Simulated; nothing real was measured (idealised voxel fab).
voxel self aligned contacts: a process module
It is cross-section cut that appears here, measuring 265 nm in width, its square cells being 5 nm in size.
A cross-section is written here as square cells arranged in a grid, and it is given in bands from the top down, each band taking up one or more rows of cells. Top height, bottom height, nm. Materials left to right, width each, nm. Single material + "throughout" = fills band edge to edge. "blank" = empty. For the purposes of this specification, 0 denotes the height below which the wafer in its as-received condition is composed wholly of one material, and the lowermost band, lacking a lower limit, extends downward without end, as expressed in "0 nm and below". Read "30..40" as a graded width: first number on top, second number at the bottom, same change between each pair of neighbouring rows. The cross-section has no changed cell in any step marked "no alterations made". Enclosed voids (no open way to top), threshold 8 cells or more, entry "Closed internal voids", notation width x height at distance, distance from left edge, nm. Post-settings text on a step line: simulator's own remark regarding the step. On any step carrying a mask, the "overlay nm" setting, if present on the step's line, tells how far right of its planned place the mask lay; negative values point to the left. Quick note on how to read the rest: it's all pairs. You get the cross-section before a process step and the one after, but the after one only goes down as far as the lowest band that changed. The step in between, with its settings, sits under the pair. Heads up, the pairs can come from different runs of this module on the same starting wafer, so don't assume a pair picks up from the one above unless its "Pre-step geometry" entry says it does.

PRE-STEP GEOMETRY
* 45 nm to 40 nm = SiO2 100, then TiN 30, then W 5, then TiN 10, then SiO2 120
* 40 nm to 20 nm = SiO2 80, then SiN 45, then TiN 5, then W 5, then TiN 5, then SiN 45, then SiO2 80
* 20 nm to 0 nm = SiO2 80, then SiN 5, then polySi 35, then SiN 5, then TiN 5, then W 5, then TiN 5, then SiN 5, then polySi 35, then SiN 5, then SiO2 80
* 0 nm to -5 nm = SiO2 125, then TiN 15, then SiO2 125
* -5 nm and below = Si throughout
* Closed internal voids: none

RESULTING CROSS-SECTION
* 50 nm to 45 nm = SiN throughout
* below 45: unchanged
* Closed internal voids: none
What step was run between the cross-section before it and the cross-section after it, both above? CONFORMAL_DEP with material SiN, thk nm 5

PRE-STEP GEOMETRY
* 40 nm to 20 nm = blank 85, then SiN 35, then blank 25, then SiN 35, then blank 85
* 20 nm to 0 nm = blank 85, then polySi 35, then blank 25, then polySi 35, then blank 85
* 0 nm to -5 nm = SiO2 throughout
* -5 nm and below = Si throughout
* Closed internal voids: none

RESULTING CROSS-SECTION
* 45 nm to 40 nm = blank 80, then TiN 45, then blank 15, then TiN 45, then blank 80
* 40 nm to 20 nm = blank 80, then TiN 5, then SiN 35, then TiN 5, then blank 15, then TiN 5, then SiN 35, then TiN 5, then blank 80
* 20 nm to 5 nm = blank 80, then TiN 5, then polySi 35, then TiN 5, then blank 15, then TiN 5, then polySi 35, then TiN 5, then blank 80
* 5 nm to 0 nm = TiN 85, then polySi 35, then TiN 25, then polySi 35, then TiN 85
* below 0: unchanged
* Closed internal voids: none
What step was run between the cross-section before it and the cross-section after it, both above? CONFORMAL_DEP with material TiN, thk nm 5

Pre-step geometry: The initial state for this step is given by the after cross-section of the immediately preceding pair.

RESULTING CROSS-SECTION
* 55 nm to 45 nm = SiO2 throughout
* 45 nm to 40 nm = SiO2 80, then TiN 45, then SiO2 15, then TiN 45, then SiO2 80
* 40 nm to 20 nm = SiO2 80, then TiN 5, then SiN 35, then TiN 5, then SiO2 15, then TiN 5, then SiN 35, then TiN 5, then SiO2 80
* 20 nm to 5 nm = SiO2 80, then TiN 5, then polySi 35, then TiN 5, then SiO2 15, then TiN 5, then polySi 35, then TiN 5, then SiO2 80
* below 5: unchanged
* Closed internal voids: none
What step was run between the cross-section before it and the cross-section after it, both above? FILL_DEP with material SiO2, thk nm 10

Pre-step geometry: The initial state for this step is given by the after cross-section of the immediately preceding pair.

RESULTING CROSS-SECTION
* 45 nm to 40 nm = SiO2 80, then TiN 45, then SiO2 15, then TiN 45, then SiO2 80
* below 40: unchanged
* Closed internal voids: none
What step was run between the cross-section before it and the cross-section after it, both above? CMP with height nm 45

Pre-step geometry: The initial state for this step is given by the after cross-section of the immediately preceding pair.

RESULTING CROSS-SECTION
* 65 nm to 45 nm = resist 110, then blank 45, then resist 110
* below 45: unchanged
* Closed internal voids: none
What step was run between the cross-section before it and the cross-section after it, both above? PATTERN with tone open, mask id CONTACT, material resist, width nm 45, thk nm 20, overlay nm 0

Pre-step geometry: The initial state for this step is given by the after cross-section of the immediately preceding pair.

RESULTING CROSS-SECTION
* 65 nm to 45 nm = resist 110, then blank 45, then resist 110
* 45 nm to 40 nm = SiO2 80, then TiN 45, then blank 15, then TiN 45, then SiO2 80
* 40 nm to 20 nm = SiO2 80, then TiN 5, then SiN 35, then TiN 5, then blank 15, then TiN 5, then SiN 35, then TiN 5, then SiO2 80
* 20 nm to 5 nm = SiO2 80, then TiN 5, then polySi 35, then TiN 5, then blank 15, then TiN 5, then polySi 35, then TiN 5, then SiO2 80
* below 5: unchanged
* Closed internal voids: none
What step was run between the cross-section before it and the cross-section after it, both above? DIRECTIONAL_ETCH with etch materials SiO2, depth nm 50

Pre-step geometry: The initial state for this step is given by the after cross-section of the immediately preceding pair.

RESULTING CROSS-SECTION
* 45 nm to 40 nm = SiO2 80, then TiN 45, then blank 15, then TiN 45, then SiO2 80
* below 40: unchanged
* Closed internal voids: none
What step was run between the cross-section before it and the cross-section after it, both above? STRIP with etch materials resist

Pre-step geometry: The initial state for this step is given by the after cross-section of the immediately preceding pair.

RESULTING CROSS-SECTION
* 50 nm to 45 nm = TiN 130, then blank 5, then TiN 130
* 45 nm to 40 nm = SiO2 80, then TiN 50, then blank 5, then TiN 50, then SiO2 80
* 40 nm to 20 nm = SiO2 80, then TiN 5, then SiN 35, then TiN 10, then blank 5, then TiN 10, then SiN 35, then TiN 5, then SiO2 80
* 20 nm to 10 nm = SiO2 80, then TiN 5, then polySi 35, then TiN 10, then blank 5, then TiN 10, then polySi 35, then TiN 5, then SiO2 80
* 10 nm to 5 nm = SiO2 80, then TiN 5, then polySi 35, then TiN 25, then polySi 35, then TiN 5, then SiO2 80
* below 5: unchanged
* Closed internal voids: none
What step was run between the cross-section before it and the cross-section after it, both above? CONFORMAL_DEP with material TiN, thk nm 5

Pre-step geometry: The initial state for this step is given by the after cross-section of the immediately preceding pair.

RESULTING CROSS-SECTION
* 60 nm to 50 nm = W throughout
* 50 nm to 45 nm = TiN 130, then W 5, then TiN 130
* 45 nm to 40 nm = SiO2 80, then TiN 50, then W 5, then TiN 50, then SiO2 80
* 40 nm to 20 nm = SiO2 80, then TiN 5, then SiN 35, then TiN 10, then W 5, then TiN 10, then SiN 35, then TiN 5, then SiO2 80
* 20 nm to 10 nm = SiO2 80, then TiN 5, then polySi 35, then TiN 10, then W 5, then TiN 10, then polySi 35, then TiN 5, then SiO2 80
* below 10: unchanged
* Closed internal voids: none
What step was run between the cross-section before it and the cross-section after it, both above? FILL_DEP with material W, thk nm 10

Pre-step geometry: The initial state for this step is given by the after cross-section of the immediately preceding pair.

RESULTING CROSS-SECTION
* 45 nm to 40 nm = SiO2 80, then TiN 50, then W 5, then TiN 50, then SiO2 80
* below 40: unchanged
* Closed internal voids: none
What step was run between the cross-section before it and the cross-section after it, both above? CMP with height nm 45

Pre-step geometry: The initial state for this step is given by the after cross-section of the immediately preceding pair.

RESULTING CROSS-SECTION
* 50 nm to 45 nm = SiN throughout
* below 45: unchanged
* Closed internal voids: none
What step was run between the cross-section before it and the cross-section after it, both above? CONFORMAL_DEP with material SiN, thk nm 5

PRE-STEP GEOMETRY
* 45 nm to 40 nm = SiO2 throughout
* 40 nm to 20 nm = SiO2 80, then SiN 45, then SiO2 15, then SiN 45, then SiO2 80
* 20 nm to 0 nm = SiO2 80, then SiN 5, then polySi 35, then SiN 5, then SiO2 15, then SiN 5, then polySi 35, then SiN 5, then SiO2 80
* 0 nm to -5 nm = SiO2 throughout
* -5 nm and below = Si throughout
* Closed internal voids: none

RESULTING CROSS-SECTION
* 65 nm to 45 nm = blank 110, then resist 45, then blank 110
* below 45: unchanged
* Closed internal voids: none
What step was run between the cross-section before it and the cross-section after it, both above? PATTERN with tone cover, mask id CONTACT, material resist, width nm 45, thk nm 20, overlay nm 0

Pre-step geometry: The initial state for this step is given by the after cross-section of the immediately preceding pair.

RESULTING CROSS-SECTION
* 65 nm to 45 nm = blank 110, then resist 45, then blank 110
* 45 nm to 40 nm = blank 110, then SiO2 45, then blank 110
* 40 nm to 20 nm = blank 80, then SiN 45, then SiO2 15, then SiN 45, then blank 80
* 20 nm to 0 nm = blank 80, then SiN 5, then polySi 35, then SiN 5, then SiO2 15, then SiN 5, then polySi 35, then SiN 5, then blank 80
* 0 nm to -5 nm = blank 80, then SiO2 105, then blank 80
* below -5: unchanged
* Closed internal voids: none
What step was run between the cross-section before it and the cross-section after it, both above? DIRECTIONAL_ETCH with etch materials SiO2, depth nm 50

Pre-step geometry: The initial state for this step is given by the after cross-section of the immediately preceding pair.

RESULTING CROSS-SECTION
* 45 nm to 40 nm = blank 110, then SiO2 45, then blank 110
* below 40: unchanged
* Closed internal voids: none
What step was run between the cross-section before it and the cross-section after it, both above? STRIP with etch materials resist

Pre-step geometry: The initial state for this step is given by the after cross-section of the immediately preceding pair.

RESULTING CROSS-SECTION
* 50 nm to 45 nm = blank 105, then TiN 55, then blank 105
* 45 nm to 40 nm = blank 75, then TiN 35, then SiO2 45, then TiN 35, then blank 75
* 40 nm to 20 nm = blank 75, then TiN 5, then SiN 45, then SiO2 15, then SiN 45, then TiN 5, then blank 75
* 20 nm to 0 nm = blank 75, then TiN 5, then SiN 5, then polySi 35, then SiN 5, then SiO2 15, then SiN 5, then polySi 35, then SiN 5, then TiN 5, then blank 75
* 0 nm to -5 nm = TiN 80, then SiO2 105, then TiN 80
* below -5: unchanged
* Closed internal voids: none
What step was run between the cross-section before it and the cross-section after it, both above? CONFORMAL_DEP with material TiN, thk nm 5

Pre-step geometry: The initial state for this step is given by the after cross-section of the immediately preceding pair.

RESULTING CROSS-SECTION
* 60 nm to 50 nm = W throughout
* 50 nm to 45 nm = W 105, then TiN 55, then W 105
* 45 nm to 40 nm = W 75, then TiN 35, then SiO2 45, then TiN 35, then W 75
* 40 nm to 20 nm = W 75, then TiN 5, then SiN 45, then SiO2 15, then SiN 45, then TiN 5, then W 75
* 20 nm to 0 nm = W 75, then TiN 5, then SiN 5, then polySi 35, then SiN 5, then SiO2 15, then SiN 5, then polySi 35, then SiN 5, then TiN 5, then W 75
* below 0: unchanged
* Closed internal voids: none
What step was run between the cross-section before it and the cross-section after it, both above? FILL_DEP with material W, thk nm 10

Pre-step geometry: The initial state for this step is given by the after cross-section of the immediately preceding pair.

RESULTING CROSS-SECTION
* 45 nm to 40 nm = W 75, then TiN 35, then SiO2 45, then TiN 35, then W 75
* below 40: unchanged
* Closed internal voids: none
What step was run between the cross-section before it and the cross-section after it, both above? CMP with height nm 45

Pre-step geometry: The initial state for this step is given by the after cross-section of the immediately preceding pair.

RESULTING CROSS-SECTION
* 50 nm to 45 nm = SiN throughout
* below 45: unchanged
* Closed internal voids: none
What step was run between the cross-section before it and the cross-section after it, both above? CONFORMAL_DEP with material SiN, thk nm 5
